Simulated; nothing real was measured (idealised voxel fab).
process module | voxel double patterning
cross-section cut | 295 nm wide | cells 5 nm
A cross-section is a grid of square cells, given in bands from the top down. A band is one or more rows of cells.
Each band's line starts with the height of the band's top and of its bottom, in nm. Then come its materials from left to right, each with its width in nm. One material with "throughout" fills the band from edge to edge. "air" is empty space.
Height 0 is the level under which the wafer as received is all one material. The lowest band goes on downwards, as in "0 down".
A width such as "30 to 40" changes by the same amount from each row of cells to the next, from the band's top row to its bottom row.
"no change" after a step means that no cell of the cross-section changed.
closed voids: empty space of 8 cells or more with no open way to the top, each as width x height at its distance from the left edge, in nm
after a step's settings: what the simulator itself notes on the step
overlay nm, on a step with a mask: how far to the right of its planned place the mask lay; to the left if negative
plan
1 op RECEIVE | material Si
2 op CONFORMAL_DEP | material SiN | thk nm 5
3 op DIRECTIONAL_DEP | material SiO2 | thk nm 15
4 op DIRECTIONAL_DEP | material SiCN | thk nm 10
5 op MASKED_ETCH | tone open | mask id FIRST | width nm 15 | pitch nm 50 | etch materials SiCN | depth nm 10 | overlay nm 0
6 op MASKED_ETCH | tone open | mask id SECOND | width nm 15 | etch materials SiCN | depth nm 10 | overlay nm 0
7 op DIRECTIONAL_ETCH | etch materials SiO2 | depth nm 15
8 op STRIP | etch materials SiCN
as received, after step 1
  0 down: Si throughout
  closed voids: none
first wafer at the end, as planned
  20 to 5: SiO2 115 | air 15 | SiO2 10 | air 15 | SiO2 10 | air 15 | SiO2 115
  5 to 0: SiN throughout
  0 down: Si throughout
  closed voids: none
second wafer at the end: like start, like plan, one mistake
  20 to 5: air 115 | SiO2 15 | air 35 | SiO2 15 | air 115
  5 to 0: SiN throughout
  0 down: Si throughout
  closed voids: none
what went wrong: step 5 ran as: op MASKED_ETCH | tone cover | mask id FIRST | width nm 15 | pitch nm 50 | etch materials SiCN | depth nm 10 | overlay nm 0
at the end the second wafer has, in cells: 132 fewer of SiO2
